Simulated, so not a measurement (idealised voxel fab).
process module | voxel self aligned vias
cross-section cut | 220 nm wide | cells 5 nm
A cross-section is a grid of square cells, given in bands from the top down. A band is one or more rows of cells.
Each band's line starts with the height of the band's top and of its bottom, in nm. Then come its materials from left to right, each with its width in nm. One material with "throughout" fills the band from edge to edge. "air" is empty space.
Height 0 is the level under which the wafer as received is all one material. The lowest band goes on downwards, as in "0 down".
A width such as "30 to 40" changes by the same amount from each row of cells to the next, from the band's top row to its bottom row.
"no change" after a step means that no cell of the cross-section changed.
closed voids: empty space of 8 cells or more with no open way to the top, each as width x height at its distance from the left edge, in nm
after a step's settings: what the simulator itself notes on the step
overlay nm, on a step with a mask: how far to the right of its planned place the mask lay; to the left if negative
plan
1 op RECEIVE | material Si
2 op CONFORMAL_DEP | material SiO2 | thk nm 10
3 op CONFORMAL_DEP | material SiCN | thk nm 5
4 op DIRECTIONAL_DEP | material lowk | thk nm 25
5 op MASKED_ETCH | tone open | mask id LINES | width nm 20 | pitch nm 60 | etch materials lowk | depth nm 25 | overlay nm 0
6 op CONFORMAL_DEP | material TiN | thk nm 5
7 op FILL_DEP | material W | thk nm 5
8 op CMP | height nm 40
9 op SELECTIVE_ETCH | etch materials W Ru TiN | depth nm 5
10 op FILL_DEP | material SiN | thk nm 10
11 op CMP | height nm 40
12 op DIRECTIONAL_DEP | material lowk | thk nm 20
13 op MASKED_ETCH | tone open | mask id VIAS | width nm 40 | pitch nm 60 | etch materials lowk | depth nm 20 | overlay nm 0
14 op MASKED_ETCH | tone open | mask id VIAS | width nm 40 | pitch nm 60 | etch materials SiN | depth nm 5 | overlay nm 0
15 op CONFORMAL_DEP | material TiN | thk nm 5
16 op FILL_DEP | material W | thk nm 5
17 op CMP | height nm 60
18 op CONFORMAL_DEP | material SiN | thk nm 5
as received, after step 1
  0 down: Si throughout
  closed voids: none
a wafer at the end: this start, this plan, one mistake
  65 to 60: SiN throughout
  60 to 40: lowk 60 | TiN 5 | W 30 | TiN 5 | lowk 20 | TiN 5 | W 30 | TiN 5 | lowk 60
  40 to 35: lowk 60 | TiN 40 | lowk 20 | TiN 40 | lowk 60
  35 to 20: lowk 60 | TiN 15 | W 10 | TiN 15 | lowk 20 | TiN 15 | W 10 | TiN 15 | lowk 60
  20 to 15: lowk 70 | TiN 20 | lowk 40 | TiN 20 | lowk 70
  15 to 10: SiCN throughout
  10 to 0: SiO2 throughout
  0 down: Si throughout
  closed voids: none
what went wrong: step 13 was run twice
